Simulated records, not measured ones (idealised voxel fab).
The document below concerns the process module designated voxel wiring stack.
Pictured: cross-section cut, 190 nm wide, on a grid of 5 nm square cells.
Throughout this document, each cross-section is represented as a grid of square cells and is presented as a sequence of bands enumerated from the top downward, where a band comprises one or more rows of cells. It is stipulated that each band's entry specify, in nanometres, the height of the top of the band and then that of its bottom, followed by the materials of the band in left-to-right sequence, each together with its width in nanometres. A single material marked by the word "full width" is understood to fill the band from edge to edge; the word "blank" is understood to denote empty space. Heights are expressed relative to 0, this being the level below which the as-received wafer comprises one material exclusively. The lowest band is unbounded in the downward direction and is denoted as in "0 down". Per-row width for "30..40": begins at first number (top row of band), ends at second number (bottom row), increment between rows held constant. "remained unchanged" after a step means that no cell of the cross-section changed. Each empty space that has no open way to the top and spans at least 8 cells appears under "Completely sealed voids" as width x height at distance, the distance counted from the left edge, all in nm. Text after the settings on a step's line: the simulator's own remark on that step. "overlay nm" on a masked step: distance the mask lay right of its planned place, negative for left.
This section lists the process steps that were planned
step 1: RECEIVE,material Si
step 2: CONFORMAL_DEP,material SiO2,thk nm 10
step 3: DIRECTIONAL_DEP,material TiN,thk nm 5
step 4: DIRECTIONAL_DEP,material Ru,thk nm 20
step 5: PATTERN,tone cover,mask id METAL_1,material resist,width nm 20,pitch nm 45,thk nm 20,overlay nm 0
step 6: DIRECTIONAL_ETCH,etch materials Ru,depth nm 20
step 7: DIRECTIONAL_ETCH,etch materials TiN,depth nm 5
step 8: STRIP,etch materials resist
step 9: CONFORMAL_DEP,material SiN,thk nm 5
step 10: FILL_DEP,material SiO2,thk nm 5
step 11: CMP,height nm 35
step 12: CONFORMAL_DEP,material SiCN,thk nm 5
step 13: DIRECTIONAL_DEP,material lowk,thk nm 35
step 14: DIRECTIONAL_DEP,material aC,thk nm 10
step 15: PATTERN,tone open,mask id METAL_2,material resist,width nm 20,pitch nm 45,thk nm 25,overlay nm 0
step 16: DIRECTIONAL_ETCH,etch materials aC,depth nm 10
step 17: STRIP,etch materials resist
step 18: DIRECTIONAL_ETCH,etch materials lowk,depth nm 20
step 19: STRIP,etch materials aC
step 20: MASKED_ETCH,tone open,mask id METAL_2_HOLES,width nm 15,pitch nm 45,etch materials lowk,depth nm 15,overlay nm 0
step 21: MASKED_ETCH,tone open,mask id METAL_2_HOLES,width nm 15,pitch nm 45,etch materials SiCN,depth nm 5,overlay nm 0
step 22: CONFORMAL_DEP,material TiN,thk nm 5
step 23: FILL_DEP,material Cu,thk nm 5
step 24: CMP,height nm 75
step 25: CONFORMAL_DEP,material SiN,thk nm 5
The wafers are alike at the start. At step 20, their width nm differs. The plan lists the first wafer's value.
So this is the first of several wafers, cross-sectioned as it came to us, meaning it's at the end of step 1
0 down | Si full width
Completely sealed voids: none
Quick key for the table: a row per wafer, taken at the end of the module. For each material it tells you how many cells the wafer gained (+) or lost (-) since it came in, and the closed voids come after
width nm 15; +20 Cu; +32 Ru; +32 SiCN; +84 SiN; +180 SiO2; +44 TiN; +216 lowk; Completely sealed voids: none
width nm 20; +26 Cu; +32 Ru; +32 SiCN; +84 SiN; +180 SiO2; +44 TiN; +210 lowk; Completely sealed voids: none
width nm 25; +30 Cu; +32 Ru; +32 SiCN; +84 SiN; +180 SiO2; +46 TiN; +204 lowk; Completely sealed voids: none
width nm 30; +34 Cu; +32 Ru; +32 SiCN; +84 SiN; +180 SiO2; +48 TiN; +198 lowk; Completely sealed voids: none
